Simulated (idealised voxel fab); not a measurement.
Process module in this document: voxel wiring stack
Xsec cut, 240 nm wide, square cell size 5 nm.
This document writes a cross-section as a grid whose cells are square, and gives it as bands, listed from the top down; one or more rows of cells form a band. Top, bottom (nm), then materials left to right with widths (nm); lone material tagged "edge to edge" fills the whole band edge to edge; "air" = empty space. We count height from 0. Below that, the starting wafer is all one material. The lowest band never ends at the bottom but goes on down; see "0 and below" for how that is written. Quick explanation for "30->40": the width changes in equal steps down the rows of cells, from the first number in the band's top row to the second number in its bottom row. The cross-section has no changed cell in any step marked "changes: none". Under "Voids, enclosed" you'll find the enclosed gaps, the ones with no way out to the top, that are 8 cells or bigger; each reads width x height at distance, with distance counted from the left edge, everything in nm. Where a step's line continues beyond its settings, the continuation is a remark by the simulator itself on that step. "overlay nm" denotes, for a step that has a mask, the displacement of the mask to the right of its planned place, with negative values corresponding to the left.
The planned process steps are enumerated hereunder:
1. RECEIVE,material Si
2. CONFORMAL_DEP,material SiO2,thk nm 15
3. DIRECTIONAL_DEP,material TiN,thk nm 5
4. DIRECTIONAL_DEP,material W,thk nm 20
5. DIRECTIONAL_DEP,material aC,thk nm 15
6. PATTERN,tone cover,mask id METAL_1,material resist,width nm 20,pitch nm 40,thk nm 35,overlay nm 0
7. DIRECTIONAL_ETCH,etch materials aC,depth nm 15
8. STRIP,etch materials resist
9. DIRECTIONAL_ETCH,etch materials W,depth nm 20
10. DIRECTIONAL_ETCH,etch materials TiN,depth nm 5
11. STRIP,etch materials aC
12. CONFORMAL_DEP,material SiCN,thk nm 5
13. FILL_DEP,material lowk,thk nm 5
14. CMP,height nm 40
15. CONFORMAL_DEP,material SiCN,thk nm 5
16. DIRECTIONAL_DEP,material lowk,thk nm 20
17. DIRECTIONAL_DEP,material aC,thk nm 15
18. PATTERN,tone open,mask id PLUG_1,material resist,width nm 15,pitch nm 40,thk nm 30,overlay nm 0
19. DIRECTIONAL_ETCH,etch materials aC,depth nm 15
20. STRIP,etch materials resist
21. DIRECTIONAL_ETCH,etch materials lowk,depth nm 20
22. DIRECTIONAL_ETCH,etch materials SiCN,depth nm 5
23. STRIP,etch materials aC
24. EPI,material Ru,thk nm 10
25. EPI,material Ru,thk nm 10
26. EPI,material Ru,thk nm 5
27. DIRECTIONAL_DEP,material TiN,thk nm 5
28. DIRECTIONAL_DEP,material Ru,thk nm 15
29. DIRECTIONAL_DEP,material aC,thk nm 10
30. PATTERN,tone cover,mask id METAL_2,material resist,width nm 20,pitch nm 40,thk nm 30,overlay nm 0
31. DIRECTIONAL_ETCH,etch materials aC,depth nm 10
32. STRIP,etch materials resist
33. DIRECTIONAL_ETCH,etch materials Ru,depth nm 15
34. DIRECTIONAL_ETCH,etch materials TiN,depth nm 5
35. STRIP,etch materials aC
36. FILL_DEP,material SiO2,thk nm 10
37. CMP,height nm 85
38. CONFORMAL_DEP,material SiN,thk nm 5
Cross-section of the wafer upon arrival, representing the state reached after step 1:
    0 and below = Si edge to edge
    Voids, enclosed: none
Cross-sectional image of the first of two wafers at the end of the module, the run having proceeded as planned:
    90 down to 85 = SiN edge to edge
    85 down to 70 = 50 of SiO2, then 20 of Ru, then 20 of SiO2, then 20 of Ru, then 20 of SiO2, then 20 of Ru, then 20 of SiO2, then 20 of Ru, then 50 of SiO2
    70 down to 65 = 50 of SiO2, then 20 of TiN, then 20 of SiO2, then 20 of TiN, then 20 of SiO2, then 20 of TiN, then 20 of SiO2, then 20 of TiN, then 50 of SiO2
    65 down to 45 = 50 of lowk, then 15 of Ru, then 25 of lowk, then 15 of Ru, then 25 of lowk, then 15 of Ru, then 25 of lowk, then 15 of Ru, then 55 of lowk
    45 down to 40 = 50 of SiCN, then 15 of Ru, then 25 of SiCN, then 15 of Ru, then 25 of SiCN, then 15 of Ru, then 25 of SiCN, then 15 of Ru, then 55 of SiCN
    40 down to 20 = 45 of lowk, then 5 of SiCN, then 20 of W, then 5 of SiCN, then 10 of lowk, then 5 of SiCN, then 20 of W, then 5 of SiCN, then 10 of lowk, then 5 of SiCN, then 20 of W, then 5 of SiCN, then 10 of lowk, then 5 of SiCN, then 20 of W, then 5 of SiCN, then 45 of lowk
    20 down to 15 = 50 of SiCN, then 20 of TiN, then 20 of SiCN, then 20 of TiN, then 20 of SiCN, then 20 of TiN, then 20 of SiCN, then 20 of TiN, then 50 of SiCN
    15 down to 0 = SiO2 edge to edge
    0 and below = Si edge to edge
    Voids, enclosed: none
Presented here is a cross-section of the second of the two wafers as it stood at the end of the module. It was started in the same manner and assigned the same plan as the first wafer; however, one mistake was made in its execution:
    90 down to 85 = SiN edge to edge
    85 down to 70 = 65 of SiO2, then 5 of Ru, then 35 of SiO2, then 5 of Ru, then 35 of SiO2, then 5 of Ru, then 35 of SiO2, then 5 of Ru, then 50 of SiO2
    70 down to 65 = 65 of SiO2, then 5 of TiN, then 35 of SiO2, then 5 of TiN, then 35 of SiO2, then 5 of TiN, then 35 of SiO2, then 5 of TiN, then 50 of SiO2
    65 down to 60 = 50 of lowk, then 15 of SiO2, then 25 of lowk, then 15 of SiO2, then 25 of lowk, then 15 of SiO2, then 25 of lowk, then 15 of SiO2, then 55 of lowk
    60 down to 45 = 50 of lowk, then 15 of Ru, then 25 of lowk, then 15 of Ru, then 25 of lowk, then 15 of Ru, then 25 of lowk, then 15 of Ru, then 55 of lowk
    45 down to 40 = 50 of SiCN, then 15 of TiN, then 25 of SiCN, then 15 of TiN, then 25 of SiCN, then 15 of TiN, then 25 of SiCN, then 15 of TiN, then 55 of SiCN
    40 down to 20 = 50 of W, then 5 of SiCN, then 10 of lowk, then 5 of SiCN, then 20 of W, then 5 of SiCN, then 10 of lowk, then 5 of SiCN, then 20 of W, then 5 of SiCN, then 10 of lowk, then 5 of SiCN, then 20 of W, then 5 of SiCN, then 10 of lowk, then 5 of SiCN, then 50 of W
    20 down to 15 = 50 of TiN, then 20 of SiCN, then 20 of TiN, then 20 of SiCN, then 20 of TiN, then 20 of SiCN, then 20 of TiN, then 20 of SiCN, then 50 of TiN
    15 down to 0 = SiO2 edge to edge
    0 and below = Si edge to edge
    Voids, enclosed: none
What went wrong in running the wafer? step 6 deviated from plan and actually ran as PATTERN,tone open,mask id METAL_1,material resist,width nm 20,pitch nm 40,thk nm 35,overlay nm 0
Cell-count delta at end, second wafer over first, by material: Ru -60 | SiCN -16 | SiO2 +60 | TiN +16 | W +64 | lowk -64
